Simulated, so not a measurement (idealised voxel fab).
process module | voxel double patterning
cross-section cut | 160 nm wide | cells 5 nm
A cross-section is a grid of square cells, given in bands from the top down. A band is one or more rows of cells.
Each band's line starts with the height of the band's top and of its bottom, in nm. Then come its materials from left to right, each with its width in nm. One material with "throughout" fills the band from edge to edge. "air" is empty space.
Height 0 is the level under which the wafer as received is all one material. The lowest band goes on downwards, as in "0 down".
A width such as "30 to 40" changes by the same amount from each row of cells to the next, from the band's top row to its bottom row.
"no change" after a step means that no cell of the cross-section changed.
closed voids: empty space of 8 cells or more with no open way to the top, each as width x height at its distance from the left edge, in nm
after a step's settings: what the simulator itself notes on the step
overlay nm, on a step with a mask: how far to the right of its planned place the mask lay; to the left if negative
plan
1 op RECEIVE | material Si
2 op CONFORMAL_DEP | material SiO2 | thk nm 10
3 op DIRECTIONAL_DEP | material W | thk nm 10
4 op DIRECTIONAL_DEP | material SiCN | thk nm 5
5 op MASKED_ETCH | tone open | mask id FIRST | width nm 15 | pitch nm 50 | etch materials SiCN | depth nm 5 | overlay nm 0
6 op MASKED_ETCH | tone open | mask id SECOND | width nm 15 | pitch nm 50 | etch materials SiCN | depth nm 5 | overlay nm 0
7 op DIRECTIONAL_ETCH | etch materials W | depth nm 20
8 op STRIP | etch materials SiCN
varied across the wafers: thk nm of step 3. The plan shows the first wafer's value. All wafers start alike
first wafer as received, after step 1
  0 down: Si throughout
  closed voids: none
each wafer at the end: cells of each material gained (+) or lost (-) since it was received, then its closed voids
thk nm 10 | +64 SiO2 | +34 W | closed voids: none
thk nm 15 | +64 SiO2 | +51 W | closed voids: none
thk nm 20 | +64 SiO2 | +68 W | closed voids: none
thk nm 25 | +64 SiO2 | +100 W | closed voids: none
thk nm 30 | +64 SiO2 | +132 W | closed voids: none
thk nm 35 | +64 SiO2 | +164 W | closed voids: none
